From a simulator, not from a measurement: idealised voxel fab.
Proc. module: voxel released beams
The cross-section on display is named cut; it measures 260 nm wide, and its cells are 5 nm squares.
Just so we're on the same page, the cross-sections are grids of square cells, and they're listed out in bands top to bottom, each band one or more rows deep.
Heights first: top, then bottom, in nm. Then materials, left to right, each with a width in nm. "edge to edge" on a single material: fills the band edge to edge. "empty": empty space.
Counting heights begins at 0, where everything beneath is, in the wafer as received, one material. The lowest band has no bottom; it goes on downwards, as "0 nm and below" shows.
Per-row width for "30->40": begins at first number (top row of band), ends at second number (bottom row), increment between rows held constant.
Basically "nothing changed" means that step didn't change any cell in the cross-section.
So "Unvented cavities" is basically the list of trapped voids: any empty space of 8 cells or more that can't reach the top through an opening. They're written width x height at distance, the distance being from the left edge, and it's all nm.
That trailing text on a step's line, after the settings, is the simulator's own remark on the step.
Among the settings permitted on a step's line is "overlay nm"; applied to a step with a mask, it specifies the extent to which the mask lay to the right of its planned position, whereas a negative figure signifies a position to the left.
Set out below are the planned steps of the process:
1: RECEIVE | material Si
2: CONFORMAL_DEP | material Al2O3 | thk nm 10
3: DIRECTIONAL_DEP | material SiO2 | thk nm 20
4: MASKED_ETCH | tone open | mask id ANCHOR | width nm 45 | etch materials SiO2 | depth nm 20 | overlay nm 0
5: CONFORMAL_DEP | material W | thk nm 15
6: MASKED_ETCH | tone cover | mask id BEAM | width nm 95 | etch materials W | depth nm 15 | overlay nm 0
7: STRIP | etch materials SiO2
Cross-section of the wafer at receipt, which is the condition after step 1:
0 nm and below = Si edge to edge
Unvented cavities: none
End state of the module in cross-section, given the above starting point and plan and one mistake in execution:
45 nm to 30 nm = empty 80, then W 20, then empty 15, then W 65, then empty 80
30 nm to 25 nm = empty 85, then W 15, then empty 15, then W 15, then empty 130
25 nm to 10 nm = empty 85, then W 45, then empty 130
10 nm to 0 nm = Al2O3 edge to edge
0 nm and below = Si edge to edge
Unvented cavities: none
Misprocessing identified: so step 6 ended up running with a different setting than we planned, it ran as MASKED_ETCH | tone cover | mask id BEAM | width nm 100 | etch materials W | depth nm 15 | overlay nm 0
